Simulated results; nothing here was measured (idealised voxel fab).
Process module name: voxel released beams
Cross-sectional view cut (width: 200 nm; square cell size: 5 nm).
Cross-section = grid of square cells, listed top down in bands; band = one or more rows. The entry gives the band's vertical extent as a top height and a bottom height in nm, then its horizontal make-up as materials from left to right, each with a width in nm. "blank" stands for empty space; a single material marked "throughout" fills the band edge to edge. For the purposes of this specification, 0 denotes the height below which the wafer in its as-received condition is composed wholly of one material, and the lowermost band, lacking a lower limit, extends downward without end, as expressed in "0 nm and below". It should be noted that a width expressed as "30->40" varies in equal increments from row to row of cells within the band, taking the value of the first number at the top row and that of the second number at the bottom row. Step note "all unchanged" = no cross-section cell changed. In "Closed void list" the enclosed voids are listed, meaning empty spaces of 8 cells or larger without any opening to the top. The form is width x height at distance, distance from the left edge, units nm. The remark found on a step's line after its settings is issued by the simulator itself and pertains to that step. overlay nm: on a step with a mask, how far right of its planned place the mask lay; negative means left.

**plan**
step 1: RECEIVE (material Si)
step 2: CONFORMAL_DEP (material SiN; thk nm 10)
step 3: DIRECTIONAL_DEP (material SiO2; thk nm 20)
step 4: MASKED_ETCH (tone open; mask id ANCHOR; width nm 30; etch materials SiO2; depth nm 20; overlay nm 0)
step 5: CONFORMAL_DEP (material TiN; thk nm 10)
step 6: DIRECTIONAL_DEP (material aC; thk nm 15)
step 7: PATTERN (tone cover; mask id BEAM; material resist; width nm 100; thk nm 30; overlay nm 0)
step 8: DIRECTIONAL_ETCH (etch materials aC; depth nm 15)
step 9: STRIP (etch materials resist)
step 10: DIRECTIONAL_ETCH (etch materials TiN; depth nm 10)
step 11: STRIP (etch materials aC)
step 12: STRIP (etch materials SiO2)

**Wafer at receipt (post step 1), cross-section**
* 0 nm and below | Si throughout
* Closed void list: none

**Cross-section taken at module completion on the first of two wafers; processed per the plan**
* 40 nm to 30 nm | blank (45) / TiN (15) / blank (10) / TiN (75) / blank (55)
* 30 nm to 20 nm | blank (50) / TiN (10) / blank (10) / TiN (10) / blank (120)
* 20 nm to 10 nm | blank (50) / TiN (30) / blank (120)
* 10 nm to 0 nm | SiN throughout
* 0 nm and below | Si throughout
* Closed void list: none

**Cross-sectional view: second of two wafers, end of module; start and plan identical to the first, one mistake in running**
* 40 nm to 35 nm | blank (45) / TiN (15) / blank (10) / TiN (75) / blank (55)
* 35 nm to 30 nm | TiN (60) / blank (10) / TiN (130)
* 30 nm to 20 nm | SiO2 (50) / TiN (10) / blank (10) / TiN (10) / SiO2 (120)
* 20 nm to 10 nm | SiO2 (50) / TiN (30) / SiO2 (120)
* 10 nm to 0 nm | SiN throughout
* 0 nm and below | Si throughout
* Closed void list: none
So what did we get wrong on this run? step 10 was run on a setting that differed from the plan, and what really ran there is DIRECTIONAL_ETCH (etch materials TiN; depth nm 5)
Final wafer comparison in cells, second versus first, more or fewer per material: 136 more of SiO2, 20 more of TiN
